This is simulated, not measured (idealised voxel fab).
Process module under the name voxel capacitor over wiring
In the cross-section labelled cut, the width is 175 nm and each square cell is 5 nm.
Cross-sections here: square-cell grids, written as top-down lists of bands, a band being one or more rows of cells.
What a band's entry tells you: where the top is and where the bottom is, as heights in nm, and after that what lies inside, material by material from left to right, each with its width in nm. Empty space is written as the word "air", and a single material marked with the word "throughout" occupies the band from edge to edge.
Note: height 0 marks the level under which the wafer is uniformly one material as received. Lowest band unbounded below, written "top 0, no bottom".
A width such as "30 to 40" changes by the same amount from each row of cells to the next, from the band's top row to its bottom row.
A step reported as "nothing altered" is a step in which no cell of the cross-section changed.
You'll see "Enclosed empty spaces" listing empty spaces that have no way open to the top, as long as they're 8 cells or more; the notation is width x height at distance, where the distance is from the left edge, and all of it is in nm.
That trailing text on a step's line, after the settings, is the simulator's own remark on the step.
overlay nm: step with mask; distance mask lay right of planned place; negative value = left of planned place.

# Planned step list for the process
| 1 | RECEIVE | material Si |
| 2 | CONFORMAL_DEP | material SiO2 | thk nm 10 |
| 3 | CONFORMAL_DEP | material SiCN | thk nm 5 |
| 4 | DIRECTIONAL_DEP | material lowk | thk nm 15 |
| 5 | PATTERN | tone open | mask id METAL_1 | material resist | width nm 20 | pitch nm 90 | thk nm 15 | overlay nm 0 |
| 6 | DIRECTIONAL_ETCH | etch materials lowk | depth nm 15 |
| 7 | DIRECTIONAL_ETCH | etch materials SiCN | depth nm 5 |
| 8 | STRIP | etch materials resist |
| 9 | CONFORMAL_DEP | material TiN | thk nm 5 |
| 10 | FILL_DEP | material Cu | thk nm 5 |
| 11 | CMP | height nm 30 |
| 12 | EPI | material Ru | thk nm 5 |
| 13 | FILL_DEP | material SiCN | thk nm 5 |
| 14 | DIRECTIONAL_DEP | material lowk | thk nm 15 |
| 15 | DIRECTIONAL_DEP | material aC | thk nm 10 |
| 16 | PATTERN | tone open | mask id PLUG_1 | material resist | width nm 15 | thk nm 25 | overlay nm 0 |
| 17 | DIRECTIONAL_ETCH | etch materials aC | depth nm 10 |
| 18 | STRIP | etch materials resist |
| 19 | DIRECTIONAL_ETCH | etch materials lowk | depth nm 15 |
| 20 | DIRECTIONAL_ETCH | etch materials SiCN | depth nm 5 |
| 21 | STRIP | etch materials aC |
| 22 | CONFORMAL_DEP | material TiN | thk nm 5 |
| 23 | FILL_DEP | material Ru | thk nm 5 |
| 24 | CMP | height nm 55 |
| 25 | DIRECTIONAL_DEP | material TiN | thk nm 5 |
| 26 | DIRECTIONAL_DEP | material Al2O3 | thk nm 5 |
| 27 | DIRECTIONAL_DEP | material TiN | thk nm 10 |
| 28 | MASKED_ETCH | tone cover | mask id UPPER_PLATE | width nm 75 | etch materials TiN | depth nm 10 | overlay nm 0 |
| 29 | MASKED_ETCH | tone cover | mask id UPPER_PLATE | width nm 75 | etch materials Al2O3 | depth nm 5 | overlay nm 0 |
| 30 | MASKED_ETCH | tone cover | mask id LOWER_PLATE | width nm 85 | etch materials TiN | depth nm 5 | overlay nm 0 |
| 31 | FILL_DEP | material SiO2 | thk nm 20 |
| 32 | CMP | height nm 90 |
| 33 | MASKED_ETCH | tone open | mask id PLUG_2 | width nm 15 | etch materials SiO2 | depth nm 15 | overlay nm 0 |
| 34 | CONFORMAL_DEP | material TiN | thk nm 5 |
| 35 | FILL_DEP | material W | thk nm 10 |
| 36 | CMP | height nm 90 |
| 37 | CONFORMAL_DEP | material SiN | thk nm 5 |

# Cross-section of the wafer as it came to us, i.e., already through step 1
	top 0, no bottom  Si throughout
	Enclosed empty spaces: none

# End-of-module cross-section of the first of two wafers, processed as planned
	top 95, bottom 90  SiN throughout
	top 90, bottom 80  SiO2 45 / TiN 5 / W 5 / TiN 5 / SiO2 115
	top 80, bottom 75  SiO2 45 / TiN 15 / SiO2 115
	top 75, bottom 65  SiO2 35 / TiN 75 / SiO2 65
	top 65, bottom 60  SiO2 35 / Al2O3 75 / SiO2 65
	top 60, bottom 55  SiO2 30 / TiN 85 / SiO2 60
	top 55, bottom 40  lowk 35 / TiN 5 / Ru 5 / TiN 5 / lowk 125
	top 40, bottom 35  SiCN 35 / TiN 15 / SiCN 125
	top 35, bottom 30  SiCN 25 / Ru 30 / SiCN 60 / Ru 30 / SiCN 30
	top 30, bottom 15  lowk 30 / TiN 5 / Cu 10 / TiN 5 / lowk 70 / TiN 5 / Cu 10 / TiN 5 / lowk 35
	top 15, bottom 10  SiCN 30 / TiN 20 / SiCN 70 / TiN 20 / SiCN 35
	top 10, bottom 0  SiO2 throughout
	top 0, no bottom  Si throughout
	Enclosed empty spaces: none

# Presented here is a cross-section of the second of the two wafers as it stood at the end of the module. It was started in the same manner and assigned the same plan as the first wafer; however, one mistake was made in its execution
	top 95, bottom 90  SiN throughout
	top 90, bottom 80  SiO2 45 / TiN 5 / W 5 / TiN 5 / SiO2 115
	top 80, bottom 75  SiO2 45 / TiN 15 / SiO2 115
	top 75, bottom 70  SiO2 30 / TiN 5 / SiO2 75 / TiN 5 / SiO2 60
	top 70, bottom 65  TiN 35 / SiO2 75 / TiN 65
	top 65, bottom 60  Al2O3 throughout
	top 60, bottom 55  TiN throughout
	top 55, bottom 40  lowk 35 / TiN 5 / Ru 5 / TiN 5 / lowk 125
	top 40, bottom 35  SiCN 35 / TiN 15 / SiCN 125
	top 35, bottom 30  SiCN 25 / Ru 30 / SiCN 60 / Ru 30 / SiCN 30
	top 30, bottom 15  lowk 30 / TiN 5 / Cu 10 / TiN 5 / lowk 70 / TiN 5 / Cu 10 / TiN 5 / lowk 35
	top 15, bottom 10  SiCN 30 / TiN 20 / SiCN 70 / TiN 20 / SiCN 35
	top 10, bottom 0  SiO2 throughout
	top 0, no bottom  Si throughout
	Enclosed empty spaces: none
Against the plan, the run slipped here: not per plan at step 28, really ran MASKED_ETCH | tone open | mask id UPPER_PLATE | width nm 75 | etch materials TiN | depth nm 10 | overlay nm 0
Wafer comparison, final, in cells, second relative to first, materials more or fewer: +20 Al2O3 | -30 SiO2 | +10 TiN
